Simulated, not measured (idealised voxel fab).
process module | voxel self aligned vias
cross-section cut | 185 nm wide | cells 5 nm
A cross-section is a grid of square cells, given in bands from the top down. A band is one or more rows of cells.
Each band's line starts with the height of the band's top and of its bottom, in nm. Then come its materials from left to right, each with its width in nm. One material with "throughout" fills the band from edge to edge. "air" is empty space.
Height 0 is the level under which the wafer as received is all one material. The lowest band goes on downwards, as in "0 down".
A width such as "30 to 40" changes by the same amount from each row of cells to the next, from the band's top row to its bottom row.
"no change" after a step means that no cell of the cross-section changed.
closed voids: empty space of 8 cells or more with no open way to the top, each as width x height at its distance from the left edge, in nm
after a step's settings: what the simulator itself notes on the step
overlay nm, on a step with a mask: how far to the right of its planned place the mask lay; to the left if negative
plan
1 op RECEIVE | material Si
2 op CONFORMAL_DEP | material SiO2 | thk nm 10
3 op CONFORMAL_DEP | material SiCN | thk nm 5
4 op DIRECTIONAL_DEP | material SiO2 | thk nm 25
5 op PATTERN | tone open | mask id LINES | material resist | width nm 25 | pitch nm 55 | thk nm 20 | overlay nm 0
6 op DIRECTIONAL_ETCH | etch materials SiO2 | depth nm 25
7 op STRIP | etch materials resist
8 op CONFORMAL_DEP | material TiN | thk nm 5
9 op FILL_DEP | material Ru | thk nm 5
10 op CMP | height nm 40
11 op SELECTIVE_ETCH | etch materials W Ru TiN | depth nm 5
12 op FILL_DEP | material SiN | thk nm 5
13 op CMP | height nm 40
14 op DIRECTIONAL_DEP | material SiO2 | thk nm 15
15 op DIRECTIONAL_DEP | material aC | thk nm 10
16 op PATTERN | tone open | mask id VIAS | material resist | width nm 35 | thk nm 30 | overlay nm 0
17 op DIRECTIONAL_ETCH | etch materials aC | depth nm 10
18 op STRIP | etch materials resist
19 op DIRECTIONAL_ETCH | etch materials SiO2 | depth nm 15
20 op DIRECTIONAL_ETCH | etch materials SiN | depth nm 5
21 op STRIP | etch materials aC
22 op CONFORMAL_DEP | material TiN | thk nm 5
23 op FILL_DEP | material Cu | thk nm 5
24 op CMP | height nm 55
25 op CONFORMAL_DEP | material SiN | thk nm 5
as received, after step 1
  0 down: Si throughout
  closed voids: none
first wafer at the end, as planned
  60 to 55: SiN throughout
  55 to 45: SiO2 45 | TiN 5 | Cu 25 | TiN 5 | SiO2 105
  45 to 40: SiO2 45 | TiN 10 | Cu 15 | TiN 10 | SiO2 105
  40 to 35: SiO2 50 | TiN 25 | SiO2 30 | SiN 25 | SiO2 55
  35 to 20: SiO2 50 | TiN 5 | Ru 15 | TiN 5 | SiO2 30 | TiN 5 | Ru 15 | TiN 5 | SiO2 55
  20 to 15: SiO2 50 | TiN 25 | SiO2 30 | TiN 25 | SiO2 55
  15 to 10: SiCN throughout
  10 to 0: SiO2 throughout
  0 down: Si throughout
  closed voids: none
second wafer at the end: like start, like plan, one mistake
  60 to 55: SiN throughout
  55 to 40: SiO2 45 | TiN 5 | Cu 25 | TiN 5 | SiO2 105
  40 to 35: SiN 45 | TiN 35 | SiN 105
  35 to 30: TiN 55 | Ru 15 | TiN 40 | Ru 15 | TiN 60
  30 to 10: SiO2 50 | TiN 5 | Ru 15 | TiN 5 | SiO2 30 | TiN 5 | Ru 15 | TiN 5 | SiO2 55
  10 to 5: SiO2 50 | TiN 25 | SiO2 30 | TiN 25 | SiO2 55
  5 to 0: SiCN throughout
  0 down: Si throughout
  closed voids: none
what went wrong: step 2 was left out
at the end the second wafer has, in cells: 2 more of Cu | 12 more of Ru | 25 more of SiN | 74 fewer of SiO2 | 35 more of TiN
